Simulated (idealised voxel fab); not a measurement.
voxel capacitor over wiring: a process module
Square cell edge 5 nm, section width 200 nm, ID cut.
Think of the cross-section as a grid of square cells. We describe it in bands, top to bottom, and each band covers one or more rows of those cells.
Quick guide to a band line: top height, bottom height (nm) up front; then every material left to right with its width in nm. Only one material and it's marked "all across"? Then it fills the band edge to edge. And "air" just means empty space.
Note: height 0 marks the level under which the wafer is uniformly one material as received. Lowest band unbounded below, written "0..down".
A width such as "30 to 40" changes by the same amount from each row of cells to the next, from the band's top row to its bottom row.
Where a step carries "all unchanged", the cross-section came out of it unchanged, cell for cell.
Entry "Completely sealed voids" = empty spaces >= 8 cells with no open way to the top; each as width x height at distance, distance from left edge, all nm.
That trailing text on a step's line, after the settings, is the simulator's own remark on the step.
overlay nm: where the mask lay relative to plan, measured to the right, on steps with a mask; negatives go left.

## Intended process steps
1. RECEIVE,material Si
2. CONFORMAL_DEP,material SiO2,thk nm 10
3. DIRECTIONAL_DEP,material TiN,thk nm 5
4. DIRECTIONAL_DEP,material W,thk nm 15
5. MASKED_ETCH,tone cover,mask id METAL_1,width nm 30,pitch nm 90,etch materials W,depth nm 15,overlay nm 0
6. MASKED_ETCH,tone cover,mask id METAL_1,width nm 30,pitch nm 90,etch materials TiN,depth nm 5,overlay nm 0
7. CONFORMAL_DEP,material SiCN,thk nm 5
8. FILL_DEP,material lowk,thk nm 10
9. CMP,height nm 30
10. CONFORMAL_DEP,material SiCN,thk nm 5
11. DIRECTIONAL_DEP,material lowk,thk nm 10
12. PATTERN,tone open,mask id PLUG_1,material resist,width nm 15,thk nm 15,overlay nm 0
13. DIRECTIONAL_ETCH,etch materials lowk,depth nm 10
14. DIRECTIONAL_ETCH,etch materials SiCN,depth nm 5
15. STRIP,etch materials resist
16. EPI,material Ru,thk nm 10
17. EPI,material Ru,thk nm 5
18. DIRECTIONAL_DEP,material TiN,thk nm 5
19. DIRECTIONAL_DEP,material HfO2,thk nm 5
20. DIRECTIONAL_DEP,material TiN,thk nm 10
21. DIRECTIONAL_DEP,material aC,thk nm 10
22. PATTERN,tone cover,mask id UPPER_PLATE,material resist,width nm 65,thk nm 25,overlay nm 0
23. DIRECTIONAL_ETCH,etch materials aC,depth nm 10
24. STRIP,etch materials resist
25. DIRECTIONAL_ETCH,etch materials TiN,depth nm 10
26. DIRECTIONAL_ETCH,etch materials HfO2,depth nm 5
27. STRIP,etch materials aC
28. PATTERN,tone cover,mask id LOWER_PLATE,material resist,width nm 75,thk nm 20,overlay nm 0
29. DIRECTIONAL_ETCH,etch materials TiN,depth nm 5
30. STRIP,etch materials resist
31. FILL_DEP,material SiO2,thk nm 20
32. CMP,height nm 80
33. DIRECTIONAL_DEP,material aC,thk nm 10
34. PATTERN,tone open,mask id PLUG_2,material resist,width nm 15,thk nm 30,overlay nm 0
35. DIRECTIONAL_ETCH,etch materials aC,depth nm 10
36. STRIP,etch materials resist
37. DIRECTIONAL_ETCH,etch materials SiO2,depth nm 15
38. STRIP,etch materials aC
39. CONFORMAL_DEP,material TiN,thk nm 5
40. FILL_DEP,material Cu,thk nm 5
41. CMP,height nm 80
42. CONFORMAL_DEP,material SiCN,thk nm 5

## The following pertains to the first of two wafers, which was processed as planned

## Incoming wafer in cross-section (state: after step 1)
* 0..down = Si all across
* Completely sealed voids: none

## The wafer in cross-section once step 2 is complete
* 10..0 = SiO2 all across
* below 0: unchanged

## The wafer in cross-section once step 3 is complete
* 15..10 = TiN all across
* below 10: unchanged

## The wafer in cross-section once step 4 is complete
* 30..15 = W all across
* below 15: unchanged

## The wafer in cross-section once step 5 is complete
* 30..15 = air (40), then W (30), then air (60), then W (30), then air (40)
* below 15: unchanged

## The wafer in cross-section once step 6 is complete
* 30..15 = air (40), then W (30), then air (60), then W (30), then air (40)
* 15..10 = air (40), then TiN (30), then air (60), then TiN (30), then air (40)
* below 10: unchanged

## The wafer in cross-section once step 7 is complete
* 35..30 = air (35), then SiCN (40), then air (50), then SiCN (40), then air (35)
* 30..15 = air (35), then SiCN (5), then W (30), then SiCN (5), then air (50), then SiCN (5), then W (30), then SiCN (5), then air (35)
* 15..10 = SiCN (40), then TiN (30), then SiCN (60), then TiN (30), then SiCN (40)
* below 10: unchanged

## The wafer in cross-section once step 8 is complete
* 45..35 = lowk all across
* 35..30 = lowk (35), then SiCN (40), then lowk (50), then SiCN (40), then lowk (35)
* 30..15 = lowk (35), then SiCN (5), then W (30), then SiCN (5), then lowk (50), then SiCN (5), then W (30), then SiCN (5), then lowk (35)
* below 15: unchanged

## The wafer in cross-section once step 9 is complete
* 30..15 = lowk (35), then SiCN (5), then W (30), then SiCN (5), then lowk (50), then SiCN (5), then W (30), then SiCN (5), then lowk (35)
* below 15: unchanged

## The wafer in cross-section once step 10 is complete
* 35..30 = SiCN all across
* below 30: unchanged

## The wafer in cross-section once step 11 is complete
* 45..35 = lowk all across
* below 35: unchanged

## The wafer in cross-section once step 12 is complete
* 60..45 = resist (55), then air (15), then resist (130)
* below 45: unchanged

## The wafer in cross-section once step 13 is complete
* 60..45 = resist (55), then air (15), then resist (130)
* 45..35 = lowk (55), then air (15), then lowk (130)
* below 35: unchanged

## The wafer in cross-section once step 14 is complete
* 60..45 = resist (55), then air (15), then resist (130)
* 45..35 = lowk (55), then air (15), then lowk (130)
* 35..30 = SiCN (55), then air (15), then SiCN (130)
* below 30: unchanged

## The wafer in cross-section once step 15 is complete
* 45..35 = lowk (55), then air (15), then lowk (130)
* below 35: unchanged

## The wafer in cross-section once step 16 is complete
* 45..40 = lowk (55), then air (15), then lowk (130)
* 40..35 = lowk (55), then Ru (15), then lowk (130)
* 35..30 = SiCN (55), then Ru (15), then SiCN (130)
* below 30: unchanged

## The wafer in cross-section once step 17 is complete
* 45..35 = lowk (55), then Ru (15), then lowk (130)
* below 35: unchanged

## The wafer in cross-section once step 18 is complete
* 50..45 = TiN all across
* below 45: unchanged

## The wafer in cross-section once step 19 is complete
* 55..50 = HfO2 all across
* below 50: unchanged

## The wafer in cross-section once step 20 is complete
* 65..55 = TiN all across
* below 55: unchanged

## The wafer in cross-section once step 21 is complete
* 75..65 = aC all across
* below 65: unchanged

## The wafer in cross-section once step 22 is complete
* 100..75 = air (55), then resist (65), then air (80)
* below 75: unchanged

## The wafer in cross-section once step 23 is complete
* 90..75 = air (55), then resist (65), then air (80)
* 75..65 = air (55), then aC (65), then air (80)
* below 65: unchanged

## The wafer in cross-section once step 24 is complete
* 75..65 = air (55), then aC (65), then air (80)
* below 65: unchanged

## The wafer in cross-section once step 25 is complete
* 75..65 = air (55), then aC (65), then air (80)
* 65..55 = air (55), then TiN (65), then air (80)
* below 55: unchanged

## The wafer in cross-section once step 26 is complete
* 75..65 = air (55), then aC (65), then air (80)
* 65..55 = air (55), then TiN (65), then air (80)
* 55..50 = air (55), then HfO2 (65), then air (80)
* below 50: unchanged

## The wafer in cross-section once step 27 is complete
* 65..55 = air (55), then TiN (65), then air (80)
* below 55: unchanged

## The wafer in cross-section once step 28 is complete
* 85..65 = air (50), then resist (75), then air (75)
* 65..55 = air (50), then resist (5), then TiN (65), then resist (5), then air (75)
* 55..50 = air (50), then resist (5), then HfO2 (65), then resist (5), then air (75)
* below 50: unchanged

## The wafer in cross-section once step 29 is complete
* 85..65 = air (50), then resist (75), then air (75)
* 65..55 = air (50), then resist (5), then TiN (65), then resist (5), then air (75)
* 55..50 = air (50), then resist (5), then HfO2 (65), then resist (5), then air (75)
* 50..45 = air (50), then TiN (75), then air (75)
* below 45: unchanged

## The wafer in cross-section once step 30 is complete
* 65..55 = air (55), then TiN (65), then air (80)
* 55..50 = air (55), then HfO2 (65), then air (80)
* below 50: unchanged

## The wafer in cross-section once step 31 is complete
* 85..65 = SiO2 all across
* 65..55 = SiO2 (55), then TiN (65), then SiO2 (80)
* 55..50 = SiO2 (55), then HfO2 (65), then SiO2 (80)
* 50..45 = SiO2 (50), then TiN (75), then SiO2 (75)
* below 45: unchanged

## The wafer in cross-section once step 32 is complete
* 80..65 = SiO2 all across
* below 65: unchanged

## The wafer in cross-section once step 33 is complete
* 90..80 = aC all across
* below 80: unchanged

## The wafer in cross-section once step 34 is complete
* 120..90 = resist (65), then air (15), then resist (120)
* below 90: unchanged

## The wafer in cross-section once step 35 is complete
* 110..90 = resist (65), then air (15), then resist (120)
* 90..80 = aC (65), then air (15), then aC (120)
* below 80: unchanged

## The wafer in cross-section once step 36 is complete
* 90..80 = aC (65), then air (15), then aC (120)
* below 80: unchanged

## The wafer in cross-section once step 37 is complete
* 90..80 = aC (65), then air (15), then aC (120)
* 80..65 = SiO2 (65), then air (15), then SiO2 (120)
* below 65: unchanged

## The wafer in cross-section once step 38 is complete
* 80..65 = SiO2 (65), then air (15), then SiO2 (120)
* below 65: unchanged

## The wafer in cross-section once step 39 is complete
* 85..80 = TiN (70), then air (5), then TiN (125)
* 80..70 = SiO2 (65), then TiN (5), then air (5), then TiN (5), then SiO2 (120)
* 70..65 = SiO2 (65), then TiN (15), then SiO2 (120)
* below 65: unchanged

## The wafer in cross-section once step 40 is complete
* 90..85 = Cu all across
* 85..80 = TiN (70), then Cu (5), then TiN (125)
* 80..70 = SiO2 (65), then TiN (5), then Cu (5), then TiN (5), then SiO2 (120)
* below 70: unchanged

## The wafer in cross-section once step 41 is complete
* 80..70 = SiO2 (65), then TiN (5), then Cu (5), then TiN (5), then SiO2 (120)
* below 70: unchanged

## The wafer in cross-section once step 42 is complete
* 85..80 = SiCN all across
* below 80: unchanged

## Companion wafer, the second of two: same beginning, same intended sequence, one mistake in carrying it out; through step 9 inclusive it tracks the first exactly

## Look at the second wafer in cross-section at the time step 10 ought to have finished
* 40..30 = lowk all across
* below 30: unchanged

## Look at the second wafer in cross-section at the time step 11 ought to have finished
* 45..40 = SiCN all across
* below 40: unchanged

## Look at the second wafer in cross-section at the time step 12 ought to have finished
* 60..45 = resist (55), then air (15), then resist (130)
* below 45: unchanged

Look at the second wafer in cross-section at the time step 13 ought to have finished: all unchanged

## Look at the second wafer in cross-section at the time step 14 ought to have finished
* 60..45 = resist (55), then air (15), then resist (130)
* 45..40 = SiCN (55), then air (15), then SiCN (130)
* below 40: unchanged

## Look at the second wafer in cross-section at the time step 15 ought to have finished
* 45..40 = SiCN (55), then air (15), then SiCN (130)
* below 40: unchanged

Look at the second wafer in cross-section at the time step 16 ought to have finished: all unchanged

Look at the second wafer in cross-section at the time step 17 ought to have finished: all unchanged

## Look at the second wafer in cross-section at the time step 18 ought to have finished
* 50..45 = TiN (55), then air (15), then TiN (130)
* 45..40 = SiCN (55), then TiN (15), then SiCN (130)
* below 40: unchanged

## Look at the second wafer in cross-section at the time step 19 ought to have finished
* 55..50 = HfO2 (55), then air (15), then HfO2 (130)
* 50..45 = TiN (55), then HfO2 (15), then TiN (130)
* below 45: unchanged

## Look at the second wafer in cross-section at the time step 20 ought to have finished
* 65..60 = TiN (55), then air (15), then TiN (130)
* 60..55 = TiN all across
* 55..50 = HfO2 (55), then TiN (15), then HfO2 (130)
* below 50: unchanged

## Look at the second wafer in cross-section at the time step 21 ought to have finished
* 75..70 = aC (55), then air (15), then aC (130)
* 70..65 = aC all across
* 65..60 = TiN (55), then aC (15), then TiN (130)
* below 60: unchanged

## Look at the second wafer in cross-section at the time step 22 ought to have finished
* 100..75 = air (55), then resist (65), then air (80)
* 75..70 = aC (55), then resist (15), then aC (130)
* below 70: unchanged

## Look at the second wafer in cross-section at the time step 23 ought to have finished
* 90..75 = air (55), then resist (65), then air (80)
* 75..70 = air (55), then resist (15), then aC (50), then air (80)
* 70..65 = air (55), then aC (65), then air (80)
* below 65: unchanged

## Look at the second wafer in cross-section at the time step 24 ought to have finished
* 75..65 = air (70 to 55), then aC (50 to 65), then air (80)
* below 65: unchanged

## Look at the second wafer in cross-section at the time step 25 ought to have finished
* 75..65 = air (70 to 55), then aC (50 to 65), then air (80)
* 65..60 = air (55), then aC (15), then TiN (50), then air (80)
* 60..55 = air (55), then TiN (65), then air (80)
* below 55: unchanged

## Look at the second wafer in cross-section at the time step 26 ought to have finished
* 75..65 = air (70 to 55), then aC (50 to 65), then air (80)
* 65..60 = air (55), then aC (15), then TiN (50), then air (80)
* 60..55 = air (55), then TiN (65), then air (80)
* 55..50 = air (55), then TiN (15), then HfO2 (50), then air (80)
* below 50: unchanged

## Look at the second wafer in cross-section at the time step 27 ought to have finished
* 65..55 = air (70 to 55), then TiN (50 to 65), then air (80)
* below 55: unchanged

## Look at the second wafer in cross-section at the time step 28 ought to have finished
* 85..65 = air (50), then resist (75), then air (75)
* 65..55 = air (50), then resist (20 to 5), then TiN (50 to 65), then resist (5), then air (75)
* 55..50 = air (50), then resist (5), then TiN (15), then HfO2 (50), then resist (5), then air (75)
* below 50: unchanged

## Look at the second wafer in cross-section at the time step 29 ought to have finished
* 85..65 = air (50), then resist (75), then air (75)
* 65..55 = air (50), then resist (20 to 5), then TiN (50 to 65), then resist (5), then air (75)
* 55..50 = air (50), then resist (5), then TiN (15), then HfO2 (50), then resist (5), then air (75)
* 50..45 = air (50), then TiN (5), then HfO2 (15), then TiN (55), then air (75)
* below 45: unchanged

## Look at the second wafer in cross-section at the time step 30 ought to have finished
* 65..55 = air (70 to 55), then TiN (50 to 65), then air (80)
* 55..50 = air (55), then TiN (15), then HfO2 (50), then air (80)
* below 50: unchanged

## Look at the second wafer in cross-section at the time step 31 ought to have finished
* 85..65 = SiO2 all across
* 65..55 = SiO2 (70 to 55), then TiN (50 to 65), then SiO2 (80)
* 55..50 = SiO2 (55), then TiN (15), then HfO2 (50), then SiO2 (80)
* 50..45 = SiO2 (50), then TiN (5), then HfO2 (15), then TiN (55), then SiO2 (75)
* below 45: unchanged

## Look at the second wafer in cross-section at the time step 32 ought to have finished
* 80..65 = SiO2 all across
* below 65: unchanged

## Look at the second wafer in cross-section at the time step 33 ought to have finished
* 90..80 = aC all across
* below 80: unchanged

## Look at the second wafer in cross-section at the time step 34 ought to have finished
* 120..90 = resist (65), then air (15), then resist (120)
* below 90: unchanged

## Look at the second wafer in cross-section at the time step 35 ought to have finished
* 110..90 = resist (65), then air (15), then resist (120)
* 90..80 = aC (65), then air (15), then aC (120)
* below 80: unchanged

## Look at the second wafer in cross-section at the time step 36 ought to have finished
* 90..80 = aC (65), then air (15), then aC (120)
* below 80: unchanged

## Look at the second wafer in cross-section at the time step 37 ought to have finished
* 90..80 = aC (65), then air (15), then aC (120)
* 80..65 = SiO2 (65), then air (15), then SiO2 (120)
* below 65: unchanged

## Look at the second wafer in cross-section at the time step 38 ought to have finished
* 80..65 = SiO2 (65), then air (15), then SiO2 (120)
* below 65: unchanged

## Look at the second wafer in cross-section at the time step 39 ought to have finished
* 85..80 = TiN (70), then air (5), then TiN (125)
* 80..70 = SiO2 (65), then TiN (5), then air (5), then TiN (5), then SiO2 (120)
* 70..60 = SiO2 (65 to 70), then TiN (15 to 50), then SiO2 (120 to 80)
* below 60: unchanged

## Look at the second wafer in cross-section at the time step 40 ought to have finished
* 90..85 = Cu all across
* 85..80 = TiN (70), then Cu (5), then TiN (125)
* 80..70 = SiO2 (65), then TiN (5), then Cu (5), then TiN (5), then SiO2 (120)
* below 70: unchanged

## Look at the second wafer in cross-section at the time step 41 ought to have finished
* 80..70 = SiO2 (65), then TiN (5), then Cu (5), then TiN (5), then SiO2 (120)
* below 70: unchanged

## Look at the second wafer in cross-section at the time step 42 ought to have finished
* 85..80 = SiCN all across
* below 80: unchanged
What was done differently from what was planned? contrary to the plan, steps 10 and 11 were processed in exchanged order
In the final state, the cell counts of the second wafer exceed or fall short of those of the first for the following materials: 9 fewer of Ru | 3 more of SiO2 | 6 more of lowk
